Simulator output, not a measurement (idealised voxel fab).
Process module heading - voxel self aligned vias
300 nm wide, 5 nm square cells: that's cross-section cut.
This document writes a cross-section as a grid whose cells are square, and gives it as bands, listed from the top down; one or more rows of cells form a band.
What a band's entry tells you: where the top is and where the bottom is, as heights in nm, and after that what lies inside, material by material from left to right, each with its width in nm. Empty space is written as the word "air", and a single material marked with the word "everywhere" occupies the band from edge to edge.
Heads up on the height convention: 0 is the point under which the incoming wafer is all one material, and the lowest band has no bottom, it just keeps going down, like "from 0 down".
Width spec "30 to 40" -> top row of cells at first value, bottom row at second value, equal per-row change in between.
"no change" for a step: no cell of the cross-section changed in that step.
Empty spaces without an open route to the top, at least 8 cells in extent, make up the entry "Enclosed empty spaces"; each is given as width x height at distance, where the distance is measured from the left edge, and all are in nm.
On a step's line, text after the settings is the simulator commenting on that step.
"overlay nm", when on a step's line for a step with a mask, measures how far to the right of its planned place the mask lay; a negative measure means to the left.
### The process steps that were planned are listed below
- 1: RECEIVE, material Si
- 2: CONFORMAL_DEP, material SiO2, thk nm 10
- 3: CONFORMAL_DEP, material SiCN, thk nm 5
- 4: DIRECTIONAL_DEP, material lowk, thk nm 25
- 5: PATTERN, tone open, mask id LINES, material resist, width nm 25, pitch nm 50, thk nm 20, overlay nm 0
- 6: DIRECTIONAL_ETCH, etch materials lowk, depth nm 25
- 7: STRIP, etch materials resist
- 8: CONFORMAL_DEP, material TiN, thk nm 5
- 9: FILL_DEP, material W, thk nm 5
- 10: CMP, height nm 40
- 11: SELECTIVE_ETCH, etch materials W Ru TiN, depth nm 5
- 12: FILL_DEP, material SiN, thk nm 10
- 13: CMP, height nm 40
- 14: DIRECTIONAL_DEP, material lowk, thk nm 15
- 15: MASKED_ETCH, tone open, mask id VIAS, width nm 35, pitch nm 50, etch materials lowk, depth nm 15, overlay nm 0
- 16: MASKED_ETCH, tone open, mask id VIAS, width nm 35, pitch nm 50, etch materials SiN, depth nm 5, overlay nm 0
- 17: CONFORMAL_DEP, material TiN, thk nm 5
- 18: FILL_DEP, material Cu, thk nm 10
- 19: CMP, height nm 55
- 20: CONFORMAL_DEP, material SiN, thk nm 5
### First wafer of two (run as planned)
### Here's what the wafer looked like in cross-section when it arrived - that's after step 1
  from 0 down = Si everywhere
  Enclosed empty spaces: none
### Cross-section through the wafer, step 2 finished
  from 10 to 0 = SiO2 everywhere
  Below 0 it's all the same as before, nothing changed down there.
### Cross-section through the wafer, step 3 finished
  from 15 to 10 = SiCN everywhere
  Below 10 it's all the same as before, nothing changed down there.
### Cross-section through the wafer, step 4 finished
  from 40 to 15 = lowk everywhere
  Below 15 it's all the same as before, nothing changed down there.
### Cross-section through the wafer, step 5 finished
  from 60 to 40 = resist: 110 | air: 25 | resist: 25 | air: 25 | resist: 115
  Below 40 it's all the same as before, nothing changed down there.
### Cross-section through the wafer, step 6 finished
  from 60 to 40 = resist: 110 | air: 25 | resist: 25 | air: 25 | resist: 115
  from 40 to 15 = lowk: 110 | air: 25 | lowk: 25 | air: 25 | lowk: 115
  Below 15 it's all the same as before, nothing changed down there.
### Cross-section through the wafer, step 7 finished
  from 40 to 15 = lowk: 110 | air: 25 | lowk: 25 | air: 25 | lowk: 115
  Below 15 it's all the same as before, nothing changed down there.
### Cross-section through the wafer, step 8 finished
  from 45 to 40 = TiN: 115 | air: 15 | TiN: 35 | air: 15 | TiN: 120
  from 40 to 20 = lowk: 110 | TiN: 5 | air: 15 | TiN: 5 | lowk: 25 | TiN: 5 | air: 15 | TiN: 5 | lowk: 115
  from 20 to 15 = lowk: 110 | TiN: 25 | lowk: 25 | TiN: 25 | lowk: 115
  Below 15 it's all the same as before, nothing changed down there.
### Cross-section through the wafer, step 9 finished
  from 50 to 45 = W everywhere
  from 45 to 40 = TiN: 115 | W: 15 | TiN: 35 | W: 15 | TiN: 120
  from 40 to 20 = lowk: 110 | TiN: 5 | W: 15 | TiN: 5 | lowk: 25 | TiN: 5 | W: 15 | TiN: 5 | lowk: 115
  Below 20 it's all the same as before, nothing changed down there.
### Cross-section through the wafer, step 10 finished
  from 40 to 20 = lowk: 110 | TiN: 5 | W: 15 | TiN: 5 | lowk: 25 | TiN: 5 | W: 15 | TiN: 5 | lowk: 115
  Below 20 it's all the same as before, nothing changed down there.
### Cross-section through the wafer, step 11 finished
  from 40 to 35 = lowk: 110 | air: 25 | lowk: 25 | air: 25 | lowk: 115
  Below 35 it's all the same as before, nothing changed down there.
### Cross-section through the wafer, step 12 finished
  from 50 to 40 = SiN everywhere
  from 40 to 35 = lowk: 110 | SiN: 25 | lowk: 25 | SiN: 25 | lowk: 115
  Below 35 it's all the same as before, nothing changed down there.
### Cross-section through the wafer, step 13 finished
  from 40 to 35 = lowk: 110 | SiN: 25 | lowk: 25 | SiN: 25 | lowk: 115
  Below 35 it's all the same as before, nothing changed down there.
### Cross-section through the wafer, step 14 finished
  from 55 to 40 = lowk everywhere
  Below 40 it's all the same as before, nothing changed down there.
### Cross-section through the wafer, step 15 finished
  from 55 to 40 = lowk: 105 | air: 35 | lowk: 15 | air: 35 | lowk: 110
  Below 40 it's all the same as before, nothing changed down there.
### Cross-section through the wafer, step 16 finished
  from 55 to 40 = lowk: 105 | air: 35 | lowk: 15 | air: 35 | lowk: 110
  from 40 to 35 = lowk: 110 | air: 25 | lowk: 25 | air: 25 | lowk: 115
  Below 35 it's all the same as before, nothing changed down there.
### Cross-section through the wafer, step 17 finished
  from 60 to 55 = TiN: 110 | air: 25 | TiN: 25 | air: 25 | TiN: 115
  from 55 to 45 = lowk: 105 | TiN: 5 | air: 25 | TiN: 5 | lowk: 15 | TiN: 5 | air: 25 | TiN: 5 | lowk: 110
  from 45 to 40 = lowk: 105 | TiN: 10 | air: 15 | TiN: 10 | lowk: 15 | TiN: 10 | air: 15 | TiN: 10 | lowk: 110
  from 40 to 35 = lowk: 110 | TiN: 25 | lowk: 25 | TiN: 25 | lowk: 115
  Below 35 it's all the same as before, nothing changed down there.
### Cross-section through the wafer, step 18 finished
  from 70 to 60 = Cu everywhere
  from 60 to 55 = TiN: 110 | Cu: 25 | TiN: 25 | Cu: 25 | TiN: 115
  from 55 to 45 = lowk: 105 | TiN: 5 | Cu: 25 | TiN: 5 | lowk: 15 | TiN: 5 | Cu: 25 | TiN: 5 | lowk: 110
  from 45 to 40 = lowk: 105 | TiN: 10 | Cu: 15 | TiN: 10 | lowk: 15 | TiN: 10 | Cu: 15 | TiN: 10 | lowk: 110
  Below 40 it's all the same as before, nothing changed down there.
### Cross-section through the wafer, step 19 finished
  from 55 to 45 = lowk: 105 | TiN: 5 | Cu: 25 | TiN: 5 | lowk: 15 | TiN: 5 | Cu: 25 | TiN: 5 | lowk: 110
  Below 45 it's all the same as before, nothing changed down there.
### Cross-section through the wafer, step 20 finished
  from 60 to 55 = SiN everywhere
  Below 55 it's all the same as before, nothing changed down there.
### Second wafer - shared start and plan with the first - one error in running - same as the first up to step 4 inclusive
### Second wafer, cross-section, planned end of step 5
  from 60 to 40 = resist: 115 | air: 15 | resist: 35 | air: 15 | resist: 120
  Below 40 it's all the same as before, nothing changed down there.
### Second wafer, cross-section, planned end of step 6
  from 60 to 40 = resist: 115 | air: 15 | resist: 35 | air: 15 | resist: 120
  from 40 to 15 = lowk: 115 | air: 15 | lowk: 35 | air: 15 | lowk: 120
  Below 15 it's all the same as before, nothing changed down there.
### Second wafer, cross-section, planned end of step 7
  from 40 to 15 = lowk: 115 | air: 15 | lowk: 35 | air: 15 | lowk: 120
  Below 15 it's all the same as before, nothing changed down there.
### Second wafer, cross-section, planned end of step 8
  from 45 to 40 = TiN: 120 | air: 5 | TiN: 45 | air: 5 | TiN: 125
  from 40 to 20 = lowk: 115 | TiN: 5 | air: 5 | TiN: 5 | lowk: 35 | TiN: 5 | air: 5 | TiN: 5 | lowk: 120
  from 20 to 15 = lowk: 115 | TiN: 15 | lowk: 35 | TiN: 15 | lowk: 120
  Below 15 it's all the same as before, nothing changed down there.
### Second wafer, cross-section, planned end of step 9
  from 50 to 45 = W everywhere
  from 45 to 40 = TiN: 120 | W: 5 | TiN: 45 | W: 5 | TiN: 125
  from 40 to 20 = lowk: 115 | TiN: 5 | W: 5 | TiN: 5 | lowk: 35 | TiN: 5 | W: 5 | TiN: 5 | lowk: 120
  Below 20 it's all the same as before, nothing changed down there.
### Second wafer, cross-section, planned end of step 10
  from 40 to 20 = lowk: 115 | TiN: 5 | W: 5 | TiN: 5 | lowk: 35 | TiN: 5 | W: 5 | TiN: 5 | lowk: 120
  Below 20 it's all the same as before, nothing changed down there.
### Second wafer, cross-section, planned end of step 11
  from 40 to 35 = lowk: 115 | air: 15 | lowk: 35 | air: 15 | lowk: 120
  Below 35 it's all the same as before, nothing changed down there.
### Second wafer, cross-section, planned end of step 12
  from 50 to 40 = SiN everywhere
  from 40 to 35 = lowk: 115 | SiN: 15 | lowk: 35 | SiN: 15 | lowk: 120
  Below 35 it's all the same as before, nothing changed down there.
### Second wafer, cross-section, planned end of step 13
  from 40 to 35 = lowk: 115 | SiN: 15 | lowk: 35 | SiN: 15 | lowk: 120
  Below 35 it's all the same as before, nothing changed down there.
### Second wafer, cross-section, planned end of step 14
  from 55 to 40 = lowk everywhere
  Below 40 it's all the same as before, nothing changed down there.
### Second wafer, cross-section, planned end of step 15
  from 55 to 40 = lowk: 105 | air: 35 | lowk: 15 | air: 35 | lowk: 110
  Below 40 it's all the same as before, nothing changed down there.
### Second wafer, cross-section, planned end of step 16
  from 55 to 40 = lowk: 105 | air: 35 | lowk: 15 | air: 35 | lowk: 110
  from 40 to 35 = lowk: 115 | air: 15 | lowk: 35 | air: 15 | lowk: 120
  Below 35 it's all the same as before, nothing changed down there.
### Second wafer, cross-section, planned end of step 17
  from 60 to 55 = TiN: 110 | air: 25 | TiN: 25 | air: 25 | TiN: 115
  from 55 to 45 = lowk: 105 | TiN: 5 | air: 25 | TiN: 5 | lowk: 15 | TiN: 5 | air: 25 | TiN: 5 | lowk: 110
  from 45 to 40 = lowk: 105 | TiN: 15 | air: 5 | TiN: 15 | lowk: 15 | TiN: 15 | air: 5 | TiN: 15 | lowk: 110
  from 40 to 35 = lowk: 115 | TiN: 15 | lowk: 35 | TiN: 15 | lowk: 120
  Below 35 it's all the same as before, nothing changed down there.
### Second wafer, cross-section, planned end of step 18
  from 70 to 60 = Cu everywhere
  from 60 to 55 = TiN: 110 | Cu: 25 | TiN: 25 | Cu: 25 | TiN: 115
  from 55 to 45 = lowk: 105 | TiN: 5 | Cu: 25 | TiN: 5 | lowk: 15 | TiN: 5 | Cu: 25 | TiN: 5 | lowk: 110
  from 45 to 40 = lowk: 105 | TiN: 15 | Cu: 5 | TiN: 15 | lowk: 15 | TiN: 15 | Cu: 5 | TiN: 15 | lowk: 110
  Below 40 it's all the same as before, nothing changed down there.
### Second wafer, cross-section, planned end of step 19
  from 55 to 45 = lowk: 105 | TiN: 5 | Cu: 25 | TiN: 5 | lowk: 15 | TiN: 5 | Cu: 25 | TiN: 5 | lowk: 110
  Below 45 it's all the same as before, nothing changed down there.
### Second wafer, cross-section, planned end of step 20
  from 60 to 55 = SiN everywhere
  Below 55 it's all the same as before, nothing changed down there.
Finding, execution versus plan: in deviation from the planned setting, step 5 was conducted as PATTERN, tone open, mask id LINES, material resist, width nm 15, pitch nm 50, thk nm 20, overlay nm 0
Final difference in cells, second wafer against first, listed per material as more or fewer: 4 fewer of Cu, 4 fewer of TiN, 12 fewer of W, 20 more of lowk
